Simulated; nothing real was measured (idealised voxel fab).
Presented below is a process module, voxel double patterning.
The cross-section on display is named cut; it measures 190 nm wide, and its cells are 5 nm squares.
Notation: cross-section as square-cell grid; stated in bands, top first, going down; one or more cell rows per band.
Quick guide to a band line: top height, bottom height (nm) up front; then every material left to right with its width in nm. Only one material and it's marked "throughout"? Then it fills the band edge to edge. And "air" just means empty space.
The reference from which all heights are counted is 0, the level beneath which the as-received wafer is entirely one material; the lowest band, having no lower bound, proceeds downward and is written after the example "0 down".
Width spec "30 to 40" -> top row of cells at first value, bottom row at second value, equal per-row change in between.
Basically "nothing changed" means that step didn't change any cell in the cross-section.
In "Voids, fully enclosed" the enclosed voids are listed, meaning empty spaces of 8 cells or larger without any opening to the top. The form is width x height at distance, distance from the left edge, units nm.
Heads up: the bit after the settings on a step's line is the simulator's remark on that step.
overlay nm: for a step with a mask, the amount by which the mask lay right of where it was planned; a negative amount means left of it.

The steps planned for the process are as follows:
step 1: RECEIVE | material Si
step 2: CONFORMAL_DEP | material SiO2 | thk nm 10
step 3: DIRECTIONAL_DEP | material polySi | thk nm 15
step 4: DIRECTIONAL_DEP | material SiN | thk nm 5
step 5: DIRECTIONAL_DEP | material aC | thk nm 10
step 6: PATTERN | tone open | mask id FIRST | material resist | width nm 15 | pitch nm 50 | thk nm 30 | overlay nm 0
step 7: DIRECTIONAL_ETCH | etch materials aC | depth nm 10
step 8: STRIP | etch materials resist
step 9: DIRECTIONAL_ETCH | etch materials SiN | depth nm 5
step 10: STRIP | etch materials aC
step 11: MASKED_ETCH | tone open | mask id SECOND | width nm 15 | pitch nm 50 | etch materials SiN | depth nm 5 | overlay nm 0
step 12: DIRECTIONAL_ETCH | etch materials polySi | depth nm 15
step 13: STRIP | etch materials SiN

First of two wafers, processed according to plan:

Cross-section of the incoming wafer, state after step 1:
	0 down  Si throughout
	Voids, fully enclosed: none

How the wafer stands in section after step 2:
	10 to 0  SiO2 throughout
	Heights below 0 show no change.

How the wafer stands in section after step 3:
	25 to 10  polySi throughout
	Heights below 10 show no change.

How the wafer stands in section after step 4:
	30 to 25  SiN throughout
	Heights below 25 show no change.

How the wafer stands in section after step 5:
	40 to 30  aC throughout
	Heights below 30 show no change.

How the wafer stands in section after step 6:
	70 to 40  resist=35 | air=15 | resist=35 | air=15 | resist=35 | air=15 | resist=40
	Heights below 40 show no change.

How the wafer stands in section after step 7:
	60 to 40  resist=35 | air=15 | resist=35 | air=15 | resist=35 | air=15 | resist=40
	40 to 30  aC=35 | air=15 | aC=35 | air=15 | aC=35 | air=15 | aC=40
	Heights below 30 show no change.

How the wafer stands in section after step 8:
	40 to 30  aC=35 | air=15 | aC=35 | air=15 | aC=35 | air=15 | aC=40
	Heights below 30 show no change.

How the wafer stands in section after step 9:
	40 to 30  aC=35 | air=15 | aC=35 | air=15 | aC=35 | air=15 | aC=40
	30 to 25  SiN=35 | air=15 | SiN=35 | air=15 | SiN=35 | air=15 | SiN=40
	Heights below 25 show no change.

How the wafer stands in section after step 10:
	30 to 25  SiN=35 | air=15 | SiN=35 | air=15 | SiN=35 | air=15 | SiN=40
	Heights below 25 show no change.

How the wafer stands in section after step 11:
	30 to 25  SiN=35 | air=15 | SiN=10 | air=15 | SiN=10 | air=15 | SiN=10 | air=15 | SiN=10 | air=15 | SiN=40
	Heights below 25 show no change.

How the wafer stands in section after step 12:
	30 to 25  SiN=35 | air=15 | SiN=10 | air=15 | SiN=10 | air=15 | SiN=10 | air=15 | SiN=10 | air=15 | SiN=40
	25 to 10  polySi=35 | air=15 | polySi=10 | air=15 | polySi=10 | air=15 | polySi=10 | air=15 | polySi=10 | air=15 | polySi=40
	Heights below 10 show no change.

How the wafer stands in section after step 13:
	25 to 10  polySi=35 | air=15 | polySi=10 | air=15 | polySi=10 | air=15 | polySi=10 | air=15 | polySi=10 | air=15 | polySi=40
	Heights below 10 show no change.

For the second wafer, take the first wafer's start and plan, then add one mistake made in running it; everything through step 5, that step included, is shared with the first:

Cross-section, second wafer, at the end time the plan gives for step 6:
	70 to 40  resist=35 | air=20 | resist=30 | air=20 | resist=30 | air=20 | resist=35
	Heights below 40 show no change.

Cross-section, second wafer, at the end time the plan gives for step 7:
	60 to 40  resist=35 | air=20 | resist=30 | air=20 | resist=30 | air=20 | resist=35
	40 to 30  aC=35 | air=20 | aC=30 | air=20 | aC=30 | air=20 | aC=35
	Heights below 30 show no change.

Cross-section, second wafer, at the end time the plan gives for step 8:
	40 to 30  aC=35 | air=20 | aC=30 | air=20 | aC=30 | air=20 | aC=35
	Heights below 30 show no change.

Cross-section, second wafer, at the end time the plan gives for step 9:
	40 to 30  aC=35 | air=20 | aC=30 | air=20 | aC=30 | air=20 | aC=35
	30 to 25  SiN=35 | air=20 | SiN=30 | air=20 | SiN=30 | air=20 | SiN=35
	Heights below 25 show no change.

Cross-section, second wafer, at the end time the plan gives for step 10:
	30 to 25  SiN=35 | air=20 | SiN=30 | air=20 | SiN=30 | air=20 | SiN=35
	Heights below 25 show no change.

Cross-section, second wafer, at the end time the plan gives for step 11:
	30 to 25  SiN=35 | air=20 | SiN=5 | air=15 | SiN=10 | air=20 | SiN=5 | air=15 | SiN=10 | air=20 | SiN=35
	Heights below 25 show no change.

Cross-section, second wafer, at the end time the plan gives for step 12:
	30 to 25  SiN=35 | air=20 | SiN=5 | air=15 | SiN=10 | air=20 | SiN=5 | air=15 | SiN=10 | air=20 | SiN=35
	25 to 10  polySi=35 | air=20 | polySi=5 | air=15 | polySi=10 | air=20 | polySi=5 | air=15 | polySi=10 | air=20 | polySi=35
	Heights below 10 show no change.

Cross-section, second wafer, at the end time the plan gives for step 13:
	25 to 10  polySi=35 | air=20 | polySi=5 | air=15 | polySi=10 | air=20 | polySi=5 | air=15 | polySi=10 | air=20 | polySi=35
	Heights below 10 show no change.
Plan not followed: so step 6 ended up running with a different setting than we planned, it ran as PATTERN | tone open | mask id FIRST | material resist | width nm 20 | pitch nm 50 | thk nm 30 | overlay nm 0
End check, counted in cells, second wafer has more or fewer of these materials than the first: polySi -9
